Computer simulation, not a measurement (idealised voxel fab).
Process module heading - voxel trench capacitor
Square cell edge 5 nm, section width 285 nm, ID cut.
We lay out every cross-section as a grid of square cells and spell it out in bands from the top down, where one band means one or more rows of cells.
Basically the band line says how high the top is and how high the bottom is, in nm, and then what's in it from left to right, every material with its width in nm. Empty space shows up as "blank", and if a single material carries "full width" it runs the full band edge to edge.
Zero point of the height axis is 0; under it, received wafer = one material. Lowest band: continues down indefinitely, "0 and below".
You'd read "30 to 40" like this: the band's top row of cells is as wide as the first number, its bottom row is as wide as the second, and going down, every row changes width by the same amount as the row before did.
Key: "no modification" - step with no changed cell in the cross-section.
In "Non-vented voids" the enclosed voids are listed, meaning empty spaces of 8 cells or larger without any opening to the top. The form is width x height at distance, distance from the left edge, units nm.
It should be noted that, on the line of a given step, the content following the step's settings is a remark produced by the simulator itself with respect to that step.
"overlay nm", when on a step's line for a step with a mask, measures how far to the right of its planned place the mask lay; a negative measure means to the left.
[The planned process steps are enumerated hereunder]
1) RECEIVE: material Si
2) CONFORMAL_DEP: material SiN, thk nm 5
3) MASKED_ETCH: tone open, mask id TRENCH, width nm 30, pitch nm 50, etch materials SiN, depth nm 5, overlay nm 0
4) MASKED_ETCH: tone open, mask id TRENCH, width nm 30, pitch nm 50, etch materials Si, depth nm 25, overlay nm 0
5) CONFORMAL_DEP: material HfO2, thk nm 5
6) CONFORMAL_DEP: material TiN, thk nm 5
7) FILL_DEP: material W, thk nm 5
8) CMP: height nm 5
The thk nm used in step 2 is not the same on every wafer, whereas the starting condition is; the value printed in the plan is the first wafer's.
[Cross-section of the first of several received wafers, showing its state after step 1]
> 0 and below  Si full width
> Non-vented voids: none
[Last step of the module is step 8; after it, the first of several wafers in cross-section]
> 5 down to 0  SiN (100); HfO2 (5); TiN (5); W (10); TiN (5); HfO2 (5); SiN (20); HfO2 (5); TiN (5); W (10); TiN (5); HfO2 (5); SiN (105)
> 0 down to -15  Si (100); HfO2 (5); TiN (5); W (10); TiN (5); HfO2 (5); Si (20); HfO2 (5); TiN (5); W (10); TiN (5); HfO2 (5); Si (105)
> -15 down to -20  Si (100); HfO2 (5); TiN (20); HfO2 (5); Si (20); HfO2 (5); TiN (20); HfO2 (5); Si (105)
> -20 down to -25  Si (100); HfO2 (30); Si (20); HfO2 (30); Si (105)
> -25 and below  Si full width
> Non-vented voids: none
[Here's the last wafer cross-sectioned at the end of the module]
> 5 down to 0  SiN full width
> 0 and below  Si full width
> Non-vented voids: none
[Below: a row per wafer. Contents at end of module: for every material, cells gained since receipt (+) or lost since receipt (-); then closed voids]
thk nm 5, +32 HfO2, -60 Si, +45 SiN, +24 TiN, +16 W, Non-vented voids: none
thk nm 10, +57 SiN, Non-vented voids: none
thk nm 15, +57 SiN, Non-vented voids: none
thk nm 20, +57 SiN, Non-vented voids: none
